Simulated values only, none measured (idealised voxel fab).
Name of the process module below: voxel ribs on slabs
Square cells of 5 nm make up the cross-section cut, whose width is 195 nm.
Cross-sections here: square-cell grids, written as top-down lists of bands, a band being one or more rows of cells. First you get the band's top height and its bottom height, in nm, and then the materials it's made of, left to right, with each width in nm. If you see a single material with "full width", that one covers the band edge to edge. "blank" is empty space. Measure heights from 0. That's the level where, below it, the as-received wafer is all one material. The lowest band is bottomless and extends downward; write it as in "0 nm and below". The two numbers in a width such as "30->40" mark its ends across the band: the first belongs to the top row of cells, the second to the bottom row, and from each row to the next the width moves by the same amount. When a step is marked "remained unchanged", none of the cells in the cross-section changed during that step. "Listed closed voids" lists enclosed empty spaces (at least 8 cells, no open path upward to the top), each as width x height at distance from the left edge, in nm. What comes after the settings on a step's line is commentary from the simulator itself on that step. If you see "overlay nm" on a step's line and that step has a mask, it's telling you how far right of where it was planned the mask ended up; a negative number means it went left instead.
# Here's what the planned process steps look like
| 1 | RECEIVE [material Si] |
| 2 | DIRECTIONAL_DEP [material SiO2] [thk nm 25] |
| 3 | DIRECTIONAL_DEP [material polySi] [thk nm 20] |
| 4 | MASKED_ETCH [tone cover] [mask id RIB] [width nm 15] [etch materials polySi] [depth nm 15] [overlay nm 0] |
| 5 | DIRECTIONAL_DEP [material aC] [thk nm 15] |
| 6 | PATTERN [tone cover] [mask id SLAB] [material resist] [width nm 65] [thk nm 35] [overlay nm 0] |
| 7 | DIRECTIONAL_ETCH [etch materials aC] [depth nm 15] |
| 8 | STRIP [etch materials resist] |
| 9 | DIRECTIONAL_ETCH [etch materials polySi] [depth nm 5] |
| 10 | STRIP [etch materials aC] |
| 11 | FILL_DEP [material SiO2] [thk nm 20] |
| 12 | CMP [height nm 55] |
| 13 | DIRECTIONAL_DEP [material TiN] [thk nm 5] |
| 14 | PATTERN [tone cover] [mask id HEATER] [material resist] [width nm 25] [thk nm 20] [overlay nm 0] |
| 15 | DIRECTIONAL_ETCH [etch materials TiN] [depth nm 5] |
| 16 | STRIP [etch materials resist] |
| 17 | CONFORMAL_DEP [material SiN] [thk nm 5] |
# Cross-sectional view of the wafer in its as-received condition, corresponding to the state after step 1
> 0 nm and below | Si full width
> Listed closed voids: none
# Cross-sectional result after module completion. Note: starting condition and plan are unchanged from above; one processing mistake was made
> 65 nm to 60 nm | blank (80) / SiN (35) / blank (80)
> 60 nm to 55 nm | SiN (85) / TiN (25) / SiN (85)
> 55 nm to 45 nm | SiO2 (90->65) / polySi (15->65) / SiO2 (90->65)
> 45 nm to 25 nm | polySi full width
> 25 nm to 0 nm | SiO2 full width
> 0 nm and below | Si full width
> Listed closed voids: none
So what did we get wrong on this run? plan step 3 was conducted twice
